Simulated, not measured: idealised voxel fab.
This section sets out a process module, namely voxel self aligned contacts.
The figure presents cross-section cut, which has a width of 230 nm and is divided into square cells with an edge length of 5 nm.
If you're reading a cross-section in this doc, picture square cells in a grid; it comes to you as bands, top ones listed first down to the bottom, and a band can be one or more rows of cells. For a band, the entry starts with two heights in nm, that of the top and then that of the bottom, and carries on with the band's materials in order from left to right, each alongside its width in nm; the word "throughout" beside a single material means it fills the band edge to edge, and "air" means empty space. Heights are measured from 0, the level below which the as-received wafer is all one material; the lowest band has no bottom and continues downward, written as in "from 0 down". Top row gets the first number, bottom row gets the second, and each row in between changes by the same step: that is how a band width like "30..40" works. Where a step carries "no alterations made", the cross-section came out of it unchanged, cell for cell. Voids not open to the top, 8 cells minimum: see "Voids, sealed". Written width x height at distance; distance is from the left edge; nm. Past the settings on a step's line: simulator remark, on that step. On any step carrying a mask, the "overlay nm" setting, if present on the step's line, tells how far right of its planned place the mask lay; negative values point to the left.
-- Process steps (planned)
1) op RECEIVE | material Si
2) op CONFORMAL_DEP | material SiO2 | thk nm 5
3) op DIRECTIONAL_DEP | material polySi | thk nm 30
4) op DIRECTIONAL_DEP | material SiN | thk nm 20
5) op PATTERN | tone cover | mask id GATE | material resist | width nm 35 | pitch nm 60 | thk nm 15 | overlay nm 0
6) op DIRECTIONAL_ETCH | etch materials SiN | depth nm 20
7) op DIRECTIONAL_ETCH | etch materials polySi | depth nm 30
8) op STRIP | etch materials resist
9) op CONFORMAL_DEP | material SiN | thk nm 5
10) op DIRECTIONAL_ETCH | etch materials SiN | depth nm 5
11) op FILL_DEP | material SiO2 | thk nm 20
12) op CMP | height nm 65
13) op PATTERN | tone open | mask id CONTACT | material resist | width nm 35 | thk nm 15 | overlay nm 0
14) op DIRECTIONAL_ETCH | etch materials SiO2 | depth nm 65
15) op STRIP | etch materials resist
16) op CONFORMAL_DEP | material TiN | thk nm 5
17) op FILL_DEP | material Ru | thk nm 10
18) op CMP | height nm 65
19) op CONFORMAL_DEP | material SiCN | thk nm 5
-- This is the cross-section of the wafer as we received it, i.e. after step 1
    from 0 down = Si throughout
    Voids, sealed: none
-- Cross-section taken at module completion on the first of two wafers; processed per the plan
    from 70 to 65 = SiCN throughout
    from 65 to 55 = SiO2 95 / TiN 5..15 / Ru 25..5 / TiN 5..15 / SiO2 100
    from 55 to 35 = SiO2 60 / SiN 45 / TiN 5 / Ru 5 / TiN 5 / SiN 45 / SiO2 65
    from 35 to 5 = SiO2 60 / SiN 5 / polySi 35 / SiN 5 / TiN 5 / Ru 5 / TiN 5 / SiN 5 / polySi 35 / SiN 5 / SiO2 65
    from 5 to 0 = SiO2 105 / TiN 15 / SiO2 110
    from 0 down = Si throughout
    Voids, sealed: none
-- Cross-section at end of module for the second wafer of two, which matched the first in starting point and plan and differed by one mistake in its processing
    from 70 to 65 = SiCN throughout
    from 65 to 55 = SiO2 95 / TiN 5..15 / Ru 25..5 / TiN 5..15 / SiO2 100
    from 55 to 40 = SiO2 60 / SiN 45 / TiN 5 / Ru 5 / TiN 5 / SiN 45 / SiO2 65
    from 40 to 35 = SiO2 60 / SiN 45 / TiN 15 / SiN 45 / SiO2 65
    from 35 to 5 = SiN throughout
    from 5 to 0 = SiO2 throughout
    from 0 down = Si throughout
    Voids, sealed: none
Deviation from plan: step 3 was processed under conditions differing from the plan, specifically as op DIRECTIONAL_DEP | material SiN | thk nm 30
The second wafer ends with more or fewer cells of some materials than the first, per final count: Ru -7; SiN +252; SiO2 -147; TiN -14; polySi -84
